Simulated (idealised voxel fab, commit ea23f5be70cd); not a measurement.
Process module in this document: voxel wiring stack
Shown is cross-section cut, with a width of 235 nm and square cells of size 5 nm.
In what follows, cross-sections appear as grids of square cells, described through bands that run from the top down, where every band is one or more rows of cells. Per band: top height and bottom height in nm, followed by the left-to-right materials and their widths in nm; "throughout" marks a single material spanning edge to edge, "air" marks empty space. Height datum 0, below which the as-received substrate wafer is one material. Lowest band open at the bottom, running downward: "0 down". You'd read "30->40" like this: the band's top row of cells is as wide as the first number, its bottom row is as wide as the second, and going down, every row changes width by the same amount as the row before did. Where the words "remains unaltered" appear for a step, the cross-section shows no cell changed by that step; every cell remained as before. Each empty space that has no open way to the top and spans at least 8 cells appears under "Fully enclosed voids" as width x height at distance, the distance counted from the left edge, all in nm. Heads up: the bit after the settings on a step's line is the simulator's remark on that step. overlay nm, on a step with a mask: how far to the right of its planned place the mask lay; to the left if negative.
Steps planned for the process
1. op RECEIVE | material Si
2. op CONFORMAL_DEP | material SiO2 | thk nm 10
3. op DIRECTIONAL_DEP | material TiN | thk nm 5
4. op DIRECTIONAL_DEP | material W | thk nm 15
5. op MASKED_ETCH | tone cover | mask id METAL_1 | width nm 20 | pitch nm 50 | etch materials W | depth nm 15 | overlay nm 0
6. op MASKED_ETCH | tone cover | mask id METAL_1 | width nm 20 | pitch nm 50 | etch materials TiN | depth nm 5 | overlay nm 0
7. op FILL_DEP | material SiO2 | thk nm 10
8. op CMP | height nm 30
9. op CONFORMAL_DEP | material SiCN | thk nm 5
10. op DIRECTIONAL_DEP | material lowk | thk nm 25
11. op MASKED_ETCH | tone open | mask id METAL_2 | width nm 20 | pitch nm 50 | etch materials lowk | depth nm 15 | overlay nm 0
12. op PATTERN | tone open | mask id METAL_2_HOLES | material resist | width nm 15 | pitch nm 50 | thk nm 15 | overlay nm 0
13. op DIRECTIONAL_ETCH | etch materials lowk | depth nm 10
14. op DIRECTIONAL_ETCH | etch materials SiCN | depth nm 5
15. op STRIP | etch materials resist
16. op CONFORMAL_DEP | material TiN | thk nm 5
17. op FILL_DEP | material Ru | thk nm 5
18. op CMP | height nm 60
19. op CONFORMAL_DEP | material SiCN | thk nm 5
20. op DIRECTIONAL_DEP | material SiO2 | thk nm 20
21. op MASKED_ETCH | tone open | mask id PLUG_2 | width nm 15 | pitch nm 100 | etch materials SiO2 | depth nm 20 | overlay nm 0
22. op MASKED_ETCH | tone open | mask id PLUG_2 | width nm 15 | pitch nm 100 | etch materials SiCN | depth nm 5 | overlay nm 0
23. op CONFORMAL_DEP | material TiN | thk nm 5
24. op FILL_DEP | material Cu | thk nm 5
25. op CMP | height nm 85
26. op CONFORMAL_DEP | material SiN | thk nm 5
27. op DIRECTIONAL_DEP | material lowk | thk nm 20
28. op DIRECTIONAL_DEP | material aC | thk nm 10
29. op PATTERN | tone open | mask id METAL_3 | material resist | width nm 20 | pitch nm 50 | thk nm 30 | overlay nm 0
30. op DIRECTIONAL_ETCH | etch materials aC | depth nm 10
31. op STRIP | etch materials resist
32. op DIRECTIONAL_ETCH | etch materials lowk | depth nm 20
33. op DIRECTIONAL_ETCH | etch materials SiN | depth nm 5
34. op STRIP | etch materials aC
35. op CONFORMAL_DEP | material TiN | thk nm 5
36. op FILL_DEP | material Cu | thk nm 5
37. op CMP | height nm 110
38. op EPI | material Ru | thk nm 5
39. op FILL_DEP | material SiCN | thk nm 5
Wafer as received: cross-section following step 1
0 down  Si throughout
Fully enclosed voids: none
Below is the wafer in cross-section after the module was completed. It began from the starting point shown above and followed the plan shown above, except that one mistake was made while running it
120 to 115  SiCN throughout
115 to 110  SiCN 25, then Ru 30, then SiCN 20, then Ru 30, then SiCN 20, then Ru 30, then SiCN 20, then Ru 30, then SiCN 30
110 to 90  lowk 30, then TiN 5, then Cu 10, then TiN 5, then lowk 30, then TiN 5, then Cu 10, then TiN 5, then lowk 30, then TiN 5, then Cu 10, then TiN 5, then lowk 30, then TiN 5, then Cu 10, then TiN 5, then lowk 35
90 to 85  SiN 30, then TiN 20, then SiN 30, then TiN 20, then SiN 30, then TiN 20, then SiN 30, then TiN 20, then SiN 35
85 to 65  SiO2 30, then TiN 5, then Cu 5, then TiN 5, then SiO2 85, then TiN 5, then Cu 5, then TiN 5, then SiO2 90
65 to 60  SiCN 30, then TiN 15, then SiCN 85, then TiN 15, then SiCN 90
60 to 50  lowk 30, then TiN 5, then Ru 10, then TiN 5, then lowk 30, then TiN 5, then Ru 10, then TiN 5, then lowk 30, then TiN 5, then Ru 10, then TiN 5, then lowk 30, then TiN 5, then Ru 10, then TiN 5, then lowk 35
50 to 45  lowk 30, then TiN 5, then Ru 5, then TiN 10, then lowk 30, then TiN 5, then Ru 5, then TiN 10, then lowk 30, then TiN 5, then Ru 5, then TiN 10, then lowk 30, then TiN 5, then Ru 5, then TiN 10, then lowk 35
45 to 35  lowk 30, then TiN 5, then Ru 5, then TiN 5, then lowk 35, then TiN 5, then Ru 5, then TiN 5, then lowk 35, then TiN 5, then Ru 5, then TiN 5, then lowk 35, then TiN 5, then Ru 5, then TiN 5, then lowk 40
35 to 30  SiCN 30, then TiN 15, then SiCN 35, then TiN 15, then SiCN 35, then TiN 15, then SiCN 35, then TiN 15, then SiCN 40
30 to 15  SiO2 30, then W 25, then SiO2 25, then W 25, then SiO2 25, then W 25, then SiO2 25, then W 25, then SiO2 30
15 to 10  SiO2 30, then TiN 25, then SiO2 25, then TiN 25, then SiO2 25, then TiN 25, then SiO2 25, then TiN 25, then SiO2 30
10 to 0  SiO2 throughout
0 down  Si throughout
Fully enclosed voids: none
Diagnosis: note that step 5 departed from the planned setting and was carried out as op MASKED_ETCH | tone cover | mask id METAL_1 | width nm 25 | pitch nm 50 | etch materials W | depth nm 15 | overlay nm 0
